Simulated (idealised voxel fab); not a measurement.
Module name: voxel wiring stack (process module)
Cross-sectional view cut (width: 205 nm; square cell size: 5 nm).
Cross-section spec: square-cell grid; bands listed top down; each band is one or more rows.
In this notation a band is specified by the heights of its top and bottom, in that order and in nm, after which its materials appear from left to right, each paired with its width in nm. The word "throughout" attached to a single material means that material fills the band from edge to edge; the word "empty" stands for empty space.
Height datum 0, below which the as-received substrate wafer is one material. Lowest band open at the bottom, running downward: "0 -> down".
The expression "30->40" gives the width at the extremes of the band, the first number at its top row of cells and the second at its bottom row, with the width changing by equal amounts from each row to the next in between.
Given "no change occurred" for a step, no cell of the cross-section differs between before and after that step.
If an empty space has no open way to the top and is at least 8 cells in size, "Fully enclosed voids" lists it, written width x height at distance, where distance is measured from the left edge and every value is in nm.
Heads up: the bit after the settings on a step's line is the simulator's remark on that step.
Each step line may optionally specify "overlay nm", which for a step with a mask gives the rightward distance between the mask's planned place and where it lay, a negative value indicating the leftward direction.
Reading key. Pairs: pre-step and post-step cross-section, one process step apart; post-step view only to lowest changed band. Step between + settings: beneath pair. Runs: pairs may be from different runs of this module, same starting wafer. Continuation from pair above: only where "Ahead of processing" entry says.

AHEAD OF PROCESSING
> 50 -> 35 = aC throughout
> 35 -> 15 = SiO2 throughout
> 15 -> 10 = SiN throughout
> 10 -> 0 = SiO2 throughout
> 0 -> down = Si throughout
> Fully enclosed voids: none

SECTION AFTER PROCESSING
> 85 -> 50 = 40 nm empty / 25 nm resist / 25 nm empty / 25 nm resist / 25 nm empty / 25 nm resist / 40 nm empty
> Beneath the level 50, the cross-section is identical to its previous state.
> Fully enclosed voids: none
Before/after cross-sections above; step in between: PATTERN (tone cover; mask id METAL_1; material resist; width nm 25; pitch nm 50; thk nm 35; overlay nm 0)

Ahead of processing: This step starts from the configuration shown after the step in the pair immediately above.

SECTION AFTER PROCESSING
> 70 -> 50 = 40 nm empty / 25 nm resist / 25 nm empty / 25 nm resist / 25 nm empty / 25 nm resist / 40 nm empty
> 50 -> 35 = 40 nm empty / 25 nm aC / 25 nm empty / 25 nm aC / 25 nm empty / 25 nm aC / 40 nm empty
> Beneath the level 35, the cross-section is identical to its previous state.
> Fully enclosed voids: none
Before/after cross-sections above; step in between: DIRECTIONAL_ETCH (etch materials aC; depth nm 15)

Ahead of processing: This step starts from the configuration shown after the step in the pair immediately above.

SECTION AFTER PROCESSING
> 50 -> 35 = 40 nm empty / 25 nm aC / 25 nm empty / 25 nm aC / 25 nm empty / 25 nm aC / 40 nm empty
> Beneath the level 35, the cross-section is identical to its previous state.
> Fully enclosed voids: none
Before/after cross-sections above; step in between: STRIP (etch materials resist)

Ahead of processing: This step starts from the configuration shown after the step in the pair immediately above.

SECTION AFTER PROCESSING
> 50 -> 35 = 40 nm empty / 25 nm aC / 25 nm empty / 25 nm aC / 25 nm empty / 25 nm aC / 40 nm empty
> 35 -> 15 = 40 nm empty / 25 nm SiO2 / 25 nm empty / 25 nm SiO2 / 25 nm empty / 25 nm SiO2 / 40 nm empty
> Beneath the level 15, the cross-section is identical to its previous state.
> Fully enclosed voids: none
Before/after cross-sections above; step in between: DIRECTIONAL_ETCH (etch materials SiO2; depth nm 20)

Ahead of processing: This step starts from the configuration shown after the step in the pair immediately above.

SECTION AFTER PROCESSING
> 50 -> 35 = 40 nm empty / 25 nm aC / 25 nm empty / 25 nm aC / 25 nm empty / 25 nm aC / 40 nm empty
> 35 -> 15 = 40 nm empty / 25 nm SiO2 / 25 nm empty / 25 nm SiO2 / 25 nm empty / 25 nm SiO2 / 40 nm empty
> 15 -> 10 = 40 nm empty / 25 nm SiN / 25 nm empty / 25 nm SiN / 25 nm empty / 25 nm SiN / 40 nm empty
> Beneath the level 10, the cross-section is identical to its previous state.
> Fully enclosed voids: none
Before/after cross-sections above; step in between: DIRECTIONAL_ETCH (etch materials SiN; depth nm 5)

Ahead of processing: This step starts from the configuration shown after the step in the pair immediately above.

SECTION AFTER PROCESSING
> 35 -> 15 = 40 nm empty / 25 nm SiO2 / 25 nm empty / 25 nm SiO2 / 25 nm empty / 25 nm SiO2 / 40 nm empty
> Beneath the level 15, the cross-section is identical to its previous state.
> Fully enclosed voids: none
Before/after cross-sections above; step in between: STRIP (etch materials aC)

Ahead of processing: This step starts from the configuration shown after the step in the pair immediately above.

SECTION AFTER PROCESSING
> 40 -> 35 = 35 nm empty / 35 nm TiN / 15 nm empty / 35 nm TiN / 15 nm empty / 35 nm TiN / 35 nm empty
> 35 -> 15 = 35 nm empty / 5 nm TiN / 25 nm SiO2 / 5 nm TiN / 15 nm empty / 5 nm TiN / 25 nm SiO2 / 5 nm TiN / 15 nm empty / 5 nm TiN / 25 nm SiO2 / 5 nm TiN / 35 nm empty
> 15 -> 10 = 40 nm TiN / 25 nm SiN / 25 nm TiN / 25 nm SiN / 25 nm TiN / 25 nm SiN / 40 nm TiN
> Beneath the level 10, the cross-section is identical to its previous state.
> Fully enclosed voids: none
Before/after cross-sections above; step in between: CONFORMAL_DEP (material TiN; thk nm 5)

Ahead of processing: This step starts from the configuration shown after the step in the pair immediately above.

SECTION AFTER PROCESSING
> 45 -> 40 = W throughout
> 40 -> 35 = 35 nm W / 35 nm TiN / 15 nm W / 35 nm TiN / 15 nm W / 35 nm TiN / 35 nm W
> 35 -> 15 = 35 nm W / 5 nm TiN / 25 nm SiO2 / 5 nm TiN / 15 nm W / 5 nm TiN / 25 nm SiO2 / 5 nm TiN / 15 nm W / 5 nm TiN / 25 nm SiO2 / 5 nm TiN / 35 nm W
> Beneath the level 15, the cross-section is identical to its previous state.
> Fully enclosed voids: none
Before/after cross-sections above; step in between: FILL_DEP (material W; thk nm 5)

Ahead of processing: This step starts from the configuration shown after the step in the pair immediately above.

SECTION AFTER PROCESSING
> 35 -> 15 = 35 nm W / 5 nm TiN / 25 nm SiO2 / 5 nm TiN / 15 nm W / 5 nm TiN / 25 nm SiO2 / 5 nm TiN / 15 nm W / 5 nm TiN / 25 nm SiO2 / 5 nm TiN / 35 nm W
> Beneath the level 15, the cross-section is identical to its previous state.
> Fully enclosed voids: none
Before/after cross-sections above; step in between: CMP (height nm 35)

Ahead of processing: This step starts from the configuration shown after the step in the pair immediately above.

SECTION AFTER PROCESSING
> 40 -> 35 = 45 nm Ru / 15 nm empty / 35 nm Ru / 15 nm empty / 35 nm Ru / 15 nm empty / 45 nm Ru
> Beneath the level 35, the cross-section is identical to its previous state.
> Fully enclosed voids: none
Before/after cross-sections above; step in between: EPI (material Ru; thk nm 5)

Ahead of processing: This step starts from the configuration shown after the step in the pair immediately above.

SECTION AFTER PROCESSING
> 45 -> 40 = SiCN throughout
> 40 -> 35 = 45 nm Ru / 15 nm SiCN / 35 nm Ru / 15 nm SiCN / 35 nm Ru / 15 nm SiCN / 45 nm Ru
> Beneath the level 35, the cross-section is identical to its previous state.
> Fully enclosed voids: none
Before/after cross-sections above; step in between: FILL_DEP (material SiCN; thk nm 5)

Ahead of processing: This step starts from the configuration shown after the step in the pair immediately above.

SECTION AFTER PROCESSING
> 80 -> 45 = lowk throughout
> Beneath the level 45, the cross-section is identical to its previous state.
> Fully enclosed voids: none
Before/after cross-sections above; step in between: DIRECTIONAL_DEP (material lowk; thk nm 35)

Ahead of processing: This step starts from the configuration shown after the step in the pair immediately above.

SECTION AFTER PROCESSING
> 80 -> 45 = 40 nm lowk / 15 nm empty / 35 nm lowk / 15 nm empty / 35 nm lowk / 15 nm empty / 50 nm lowk
> Beneath the level 45, the cross-section is identical to its previous state.
> Fully enclosed voids: none
Before/after cross-sections above; step in between: MASKED_ETCH (tone open; mask id METAL_2_HOLES; width nm 15; pitch nm 50; etch materials lowk; depth nm 35; overlay nm 0)

Ahead of processing: This step starts from the configuration shown after the step in the pair immediately above.

SECTION AFTER PROCESSING
> 80 -> 60 = 40 nm lowk / 25 nm empty / 25 nm lowk / 25 nm empty / 25 nm lowk / 25 nm empty / 40 nm lowk
> Beneath the level 60, the cross-section is identical to its previous state.
> Fully enclosed voids: none
Before/after cross-sections above; step in between: MASKED_ETCH (tone open; mask id METAL_2; width nm 25; pitch nm 50; etch materials lowk; depth nm 20; overlay nm 0)

Ahead of processing: This step starts from the configuration shown after the step in the pair immediately above.

SECTION AFTER PROCESSING
> 80 -> 60 = 40 nm lowk / 25 nm empty / 25 nm lowk / 25 nm empty / 25 nm lowk / 25 nm empty / 40 nm lowk
> 60 -> 45 = 40 nm lowk / 15 nm empty / 35 nm lowk / 15 nm empty / 35 nm lowk / 15 nm empty / 50 nm lowk
> 45 -> 40 = 40 nm SiCN / 15 nm empty / 35 nm SiCN / 15 nm empty / 35 nm SiCN / 15 nm empty / 50 nm SiCN
> Beneath the level 40, the cross-section is identical to its previous state.
> Fully enclosed voids: none
Before/after cross-sections above; step in between: MASKED_ETCH (tone open; mask id METAL_2; width nm 25; pitch nm 50; etch materials SiCN; depth nm 5; overlay nm 0)

Ahead of processing: This step starts from the configuration shown after the step in the pair immediately above.

SECTION AFTER PROCESSING
> 85 -> 80 = 45 nm TiN / 15 nm empty / 35 nm TiN / 15 nm empty / 35 nm TiN / 15 nm empty / 45 nm TiN
> 80 -> 65 = 40 nm lowk / 5 nm TiN / 15 nm empty / 5 nm TiN / 25 nm lowk / 5 nm TiN / 15 nm empty / 5 nm TiN / 25 nm lowk / 5 nm TiN / 15 nm empty / 5 nm TiN / 40 nm lowk
> 65 -> 60 = 40 nm lowk / 5 nm TiN / 5 nm empty / 15 nm TiN / 25 nm lowk / 5 nm TiN / 5 nm empty / 15 nm TiN / 25 nm lowk / 5 nm TiN / 5 nm empty / 15 nm TiN / 40 nm lowk
> 60 -> 45 = 40 nm lowk / 5 nm TiN / 5 nm empty / 5 nm TiN / 35 nm lowk / 5 nm TiN / 5 nm empty / 5 nm TiN / 35 nm lowk / 5 nm TiN / 5 nm empty / 5 nm TiN / 50 nm lowk
> 45 -> 40 = 40 nm SiCN / 15 nm TiN / 35 nm SiCN / 15 nm TiN / 35 nm SiCN / 15 nm TiN / 50 nm SiCN
> Beneath the level 40, the cross-section is identical to its previous state.
> Fully enclosed voids: none
Before/after cross-sections above; step in between: CONFORMAL_DEP (material TiN; thk nm 5)

Ahead of processing: This step starts from the configuration shown after the step in the pair immediately above.

SECTION AFTER PROCESSING
> 95 -> 85 = Cu throughout
> 85 -> 80 = 45 nm TiN / 15 nm Cu / 35 nm TiN / 15 nm Cu / 35 nm TiN / 15 nm Cu / 45 nm TiN
> 80 -> 65 = 40 nm lowk / 5 nm TiN / 15 nm Cu / 5 nm TiN / 25 nm lowk / 5 nm TiN / 15 nm Cu / 5 nm TiN / 25 nm lowk / 5 nm TiN / 15 nm Cu / 5 nm TiN / 40 nm lowk
> 65 -> 60 = 40 nm lowk / 5 nm TiN / 5 nm Cu / 15 nm TiN / 25 nm lowk / 5 nm TiN / 5 nm Cu / 15 nm TiN / 25 nm lowk / 5 nm TiN / 5 nm Cu / 15 nm TiN / 40 nm lowk
> 60 -> 45 = 40 nm lowk / 5 nm TiN / 5 nm Cu / 5 nm TiN / 35 nm lowk / 5 nm TiN / 5 nm Cu / 5 nm TiN / 35 nm lowk / 5 nm TiN / 5 nm Cu / 5 nm TiN / 50 nm lowk
> Beneath the level 45, the cross-section is identical to its previous state.
> Fully enclosed voids: none
Before/after cross-sections above; step in between: FILL_DEP (material Cu; thk nm 10)

Ahead of processing: This step starts from the configuration shown after the step in the pair immediately above.

SECTION AFTER PROCESSING
> 80 -> 65 = 40 nm lowk / 5 nm TiN / 15 nm Cu / 5 nm TiN / 25 nm lowk / 5 nm TiN / 15 nm Cu / 5 nm TiN / 25 nm lowk / 5 nm TiN / 15 nm Cu / 5 nm TiN / 40 nm lowk
> Beneath the level 65, the cross-section is identical to its previous state.
> Fully enclosed voids: none
Before/after cross-sections above; step in between: CMP (height nm 80)

Ahead of processing: This step starts from the configuration shown after the step in the pair immediately above.

SECTION AFTER PROCESSING
> 85 -> 80 = SiCN throughout
> Beneath the level 80, the cross-section is identical to its previous state.
> Fully enclosed voids: none
Before/after cross-sections above; step in between: CONFORMAL_DEP (material SiCN; thk nm 5)

Ahead of processing: This step starts from the configuration shown after the step in the pair immediately above.

SECTION AFTER PROCESSING
> 115 -> 85 = SiO2 throughout
> Beneath the level 85, the cross-section is identical to its previous state.
> Fully enclosed voids: none
Before/after cross-sections above; step in between: DIRECTIONAL_DEP (material SiO2; thk nm 30)

Ahead of processing: This step starts from the configuration shown after the step in the pair immediately above.

SECTION AFTER PROCESSING
> 130 -> 115 = 40 nm resist / 15 nm empty / 35 nm resist / 15 nm empty / 35 nm resist / 15 nm empty / 50 nm resist
> Beneath the level 115, the cross-section is identical to its previous state.
> Fully enclosed voids: none
Before/after cross-sections above; step in between: PATTERN (tone open; mask id METAL_3_HOLES; material resist; width nm 15; pitch nm 50; thk nm 15; overlay nm 0)

Ahead of processing: This step starts from the configuration shown after the step in the pair immediately above.

SECTION AFTER PROCESSING
> 130 -> 115 = 40 nm resist / 15 nm empty / 35 nm resist / 15 nm empty / 35 nm resist / 15 nm empty / 50 nm resist
> 115 -> 85 = 40 nm SiO2 / 15 nm empty / 35 nm SiO2 / 15 nm empty / 35 nm SiO2 / 15 nm empty / 50 nm SiO2
> Beneath the level 85, the cross-section is identical to its previous state.
> Fully enclosed voids: none
Before/after cross-sections above; step in between: DIRECTIONAL_ETCH (etch materials SiO2; depth nm 30)

Ahead of processing: This step starts from the configuration shown after the step in the pair immediately above.

SECTION AFTER PROCESSING
> 115 -> 85 = 40 nm SiO2 / 15 nm empty / 35 nm SiO2 / 15 nm empty / 35 nm SiO2 / 15 nm empty / 50 nm SiO2
> Beneath the level 85, the cross-section is identical to its previous state.
> Fully enclosed voids: none
Before/after cross-sections above; step in between: STRIP (etch materials resist)

Ahead of processing: This step starts from the configuration shown after the step in the pair immediately above.

SECTION AFTER PROCESSING
> 130 -> 115 = 40 nm aC / 15 nm empty / 35 nm aC / 15 nm empty / 35 nm aC / 15 nm empty / 50 nm aC
> 115 -> 100 = 40 nm SiO2 / 15 nm empty / 35 nm SiO2 / 15 nm empty / 35 nm SiO2 / 15 nm empty / 50 nm SiO2
> 100 -> 85 = 40 nm SiO2 / 15 nm aC / 35 nm SiO2 / 15 nm aC / 35 nm SiO2 / 15 nm aC / 50 nm SiO2
> Beneath the level 85, the cross-section is identical to its previous state.
> Fully enclosed voids: none
Before/after cross-sections above; step in between: DIRECTIONAL_DEP (material aC; thk nm 15)

Ahead of processing: This step starts from the configuration shown after the step in the pair immediately above.

SECTION AFTER PROCESSING
> 165 -> 130 = 40 nm resist / 25 nm empty / 25 nm resist / 25 nm empty / 25 nm resist / 25 nm empty / 40 nm resist
> Beneath the level 130, the cross-section is identical to its previous state.
> Fully enclosed voids: none
Before/after cross-sections above; step in between: PATTERN (tone open; mask id METAL_3; material resist; width nm 25; pitch nm 50; thk nm 35; overlay nm 0)

Ahead of processing: This step starts from the configuration shown after the step in the pair immediately above.

SECTION AFTER PROCESSING
> 150 -> 130 = 40 nm resist / 25 nm empty / 25 nm resist / 25 nm empty / 25 nm resist / 25 nm empty / 40 nm resist
> 130 -> 115 = 40 nm aC / 25 nm empty / 25 nm aC / 25 nm empty / 25 nm aC / 25 nm empty / 40 nm aC
> 115 -> 85 = 40 nm SiO2 / 15 nm empty / 35 nm SiO2 / 15 nm empty / 35 nm SiO2 / 15 nm empty / 50 nm SiO2
> Beneath the level 85, the cross-section is identical to its previous state.
> Fully enclosed voids: none
Before/after cross-sections above; step in between: DIRECTIONAL_ETCH (etch materials aC; depth nm 15)

Ahead of processing: This step starts from the configuration shown after the step in the pair immediately above.

SECTION AFTER PROCESSING
> 130 -> 115 = 40 nm aC / 25 nm empty / 25 nm aC / 25 nm empty / 25 nm aC / 25 nm empty / 40 nm aC
> Beneath the level 115, the cross-section is identical to its previous state.
> Fully enclosed voids: none
Before/after cross-sections above; step in between: STRIP (etch materials resist)

Ahead of processing: This step starts from the configuration shown after the step in the pair immediately above.

SECTION AFTER PROCESSING
> 130 -> 115 = 40 nm aC / 25 nm empty / 25 nm aC / 25 nm empty / 25 nm aC / 25 nm empty / 40 nm aC
> 115 -> 95 = 40 nm SiO2 / 25 nm empty / 25 nm SiO2 / 25 nm empty / 25 nm SiO2 / 25 nm empty / 40 nm SiO2
> Beneath the level 95, the cross-section is identical to its previous state.
> Fully enclosed voids: none
Before/after cross-sections above; step in between: DIRECTIONAL_ETCH (etch materials SiO2; depth nm 20)

Ahead of processing: This step starts from the configuration shown after the step in the pair immediately above.

SECTION AFTER PROCESSING
> 130 -> 115 = 40 nm aC / 25 nm empty / 25 nm aC / 25 nm empty / 25 nm aC / 25 nm empty / 40 nm aC
> 115 -> 95 = 40 nm SiO2 / 25 nm empty / 25 nm SiO2 / 25 nm empty / 25 nm SiO2 / 25 nm empty / 40 nm SiO2
> 95 -> 85 = 40 nm SiO2 / 15 nm empty / 35 nm SiO2 / 15 nm empty / 35 nm SiO2 / 15 nm empty / 50 nm SiO2
> 85 -> 80 = 40 nm SiCN / 15 nm empty / 35 nm SiCN / 15 nm empty / 35 nm SiCN / 15 nm empty / 50 nm SiCN
> Beneath the level 80, the cross-section is identical to its previous state.
> Fully enclosed voids: none
Before/after cross-sections above; step in between: DIRECTIONAL_ETCH (etch materials SiCN; depth nm 5)

Ahead of processing: This step starts from the configuration shown after the step in the pair immediately above.

SECTION AFTER PROCESSING
> 115 -> 95 = 40 nm SiO2 / 25 nm empty / 25 nm SiO2 / 25 nm empty / 25 nm SiO2 / 25 nm empty / 40 nm SiO2
> Beneath the level 95, the cross-section is identical to its previous state.
> Fully enclosed voids: none
Before/after cross-sections above; step in between: STRIP (etch materials aC)

Ahead of processing: This step starts from the configuration shown after the step in the pair immediately above.

SECTION AFTER PROCESSING
> 120 -> 115 = 45 nm TiN / 15 nm empty / 35 nm TiN / 15 nm empty / 35 nm TiN / 15 nm empty / 45 nm TiN
> 115 -> 100 = 40 nm SiO2 / 5 nm TiN / 15 nm empty / 5 nm TiN / 25 nm SiO2 / 5 nm TiN / 15 nm empty / 5 nm TiN / 25 nm SiO2 / 5 nm TiN / 15 nm empty / 5 nm TiN / 40 nm SiO2
> 100 -> 95 = 40 nm SiO2 / 5 nm TiN / 5 nm empty / 15 nm TiN / 25 nm SiO2 / 5 nm TiN / 5 nm empty / 15 nm TiN / 25 nm SiO2 / 5 nm TiN / 5 nm empty / 15 nm TiN / 40 nm SiO2
> 95 -> 85 = 40 nm SiO2 / 5 nm TiN / 5 nm empty / 5 nm TiN / 35 nm SiO2 / 5 nm TiN / 5 nm empty / 5 nm TiN / 35 nm SiO2 / 5 nm TiN / 5 nm empty / 5 nm TiN / 50 nm SiO2
> 85 -> 80 = 40 nm SiCN / 15 nm TiN / 35 nm SiCN / 15 nm TiN / 35 nm SiCN / 15 nm TiN / 50 nm SiCN
> Beneath the level 80, the cross-section is identical to its previous state.
> Fully enclosed voids: none
Before/after cross-sections above; step in between: CONFORMAL_DEP (material TiN; thk nm 5)

Ahead of processing: This step starts from the configuration shown after the step in the pair immediately above.

SECTION AFTER PROCESSING
> 130 -> 120 = Ru throughout
> 120 -> 115 = 45 nm TiN / 15 nm Ru / 35 nm TiN / 15 nm Ru / 35 nm TiN / 15 nm Ru / 45 nm TiN
> 115 -> 100 = 40 nm SiO2 / 5 nm TiN / 15 nm Ru / 5 nm TiN / 25 nm SiO2 / 5 nm TiN / 15 nm Ru / 5 nm TiN / 25 nm SiO2 / 5 nm TiN / 15 nm Ru / 5 nm TiN / 40 nm SiO2
> 100 -> 95 = 40 nm SiO2 / 5 nm TiN / 5 nm Ru / 15 nm TiN / 25 nm SiO2 / 5 nm TiN / 5 nm Ru / 15 nm TiN / 25 nm SiO2 / 5 nm TiN / 5 nm Ru / 15 nm TiN / 40 nm SiO2
> 95 -> 85 = 40 nm SiO2 / 5 nm TiN / 5 nm Ru / 5 nm TiN / 35 nm SiO2 / 5 nm TiN / 5 nm Ru / 5 nm TiN / 35 nm SiO2 / 5 nm TiN / 5 nm Ru / 5 nm TiN / 50 nm SiO2
> Beneath the level 85, the cross-section is identical to its previous state.
> Fully enclosed voids: none
Before/after cross-sections above; step in between: FILL_DEP (material Ru; thk nm 10)

Ahead of processing: This step starts from the configuration shown after the step in the pair immediately above.

SECTION AFTER PROCESSING
> 115 -> 100 = 40 nm SiO2 / 5 nm TiN / 15 nm Ru / 5 nm TiN / 25 nm SiO2 / 5 nm TiN / 15 nm Ru / 5 nm TiN / 25 nm SiO2 / 5 nm TiN / 15 nm Ru / 5 nm TiN / 40 nm SiO2
> Beneath the level 100, the cross-section is identical to its previous state.
> Fully enclosed voids: none
Before/after cross-sections above; step in between: CMP (height nm 115)

Ahead of processing: This step starts from the configuration shown after the step in the pair immediately above.

SECTION AFTER PROCESSING
> 120 -> 115 = SiCN throughout
> Beneath the level 115, the cross-section is identical to its previous state.
> Fully enclosed voids: none
Before/after cross-sections above; step in between: CONFORMAL_DEP (material SiCN; thk nm 5)
